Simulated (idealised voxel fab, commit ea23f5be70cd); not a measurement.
Module name: voxel spacer lines (process module)
For reference, the cross-section in this document is cut, with width 220 nm and square cells of 5 nm.
Cross-section spec: square-cell grid; bands listed top down; each band is one or more rows. Heads up on the band format: heights come first, top then bottom, in nm. After that it's the materials left to right, each with its width in nm. A single material flagged "throughout" fills the whole band edge to edge, and "air" means there's empty space there. Measure heights from 0. That's the level where, below it, the as-received wafer is all one material. The lowest band is bottomless and extends downward; write it as in "top 0, no bottom". The two numbers in a width such as "30->40" mark its ends across the band: the first belongs to the top row of cells, the second to the bottom row, and from each row to the next the width moves by the same amount. Where the words "no change" appear for a step, the cross-section shows no cell changed by that step; every cell remained as before. Under "Sealed cavities" you'll find the enclosed gaps, the ones with no way out to the top, that are 8 cells or bigger; each reads width x height at distance, with distance counted from the left edge, everything in nm. On each step's line, the part that comes after the settings is the simulator's own comment on the step. A step line may carry the setting "overlay nm", which, for steps involving a mask, states the distance by which the mask lay to the right of its intended position; negative values denote displacement to the left.

[List of planned process steps]
1: op RECEIVE | material Si
2: op CONFORMAL_DEP | material Al2O3 | thk nm 10
3: op DIRECTIONAL_DEP | material TiN | thk nm 10
4: op DIRECTIONAL_DEP | material aC | thk nm 20
5: op PATTERN | tone cover | mask id MANDREL | material resist | width nm 20 | pitch nm 60 | thk nm 30 | overlay nm 0
6: op DIRECTIONAL_ETCH | etch materials aC | depth nm 20
7: op STRIP | etch materials resist
8: op CONFORMAL_DEP | material SiN | thk nm 5
9: op DIRECTIONAL_ETCH | etch materials SiN | depth nm 10
10: op STRIP | etch materials aC
11: op DIRECTIONAL_ETCH | etch materials TiN | depth nm 10
12: op STRIP | etch materials SiN
Be aware that, although all wafers share a common starting state, the thk nm at step 8 differs among them, and the plan displays the first wafer's value.

[First of several wafers, received after step 1, in cross-section]
* top 0, no bottom: Si throughout
* Sealed cavities: none

[Cross-section, first of several wafers, end of module, after last step 12]
* top 20, bottom 10: air 35 | TiN 5 | air 20 | TiN 5 | air 30 | TiN 5 | air 20 | TiN 5 | air 30 | TiN 5 | air 20 | TiN 5 | air 35
* top 10, bottom 0: Al2O3 throughout
* top 0, no bottom: Si throughout
* Sealed cavities: none

[last wafer at the end]
* top 40, bottom 20: air 40 | aC 20 | air 40 | aC 20 | air 40 | aC 20 | air 40
* top 20, bottom 10: TiN throughout
* top 10, bottom 0: Al2O3 throughout
* top 0, no bottom: Si throughout
* Sealed cavities: none

[each wafer at the end: cells of each material gained (+) or lost (-) since it was received, then its closed voids]
thk nm 5 | +88 Al2O3 | +12 TiN | Sealed cavities: none
thk nm 10 | +88 Al2O3 | +24 TiN | Sealed cavities: none
thk nm 15 | +88 Al2O3 | +88 TiN | +48 aC | Sealed cavities: none
thk nm 20 | +88 Al2O3 | +88 TiN | +48 aC | Sealed cavities: none
thk nm 25 | +88 Al2O3 | +88 TiN | +48 aC | Sealed cavities: none
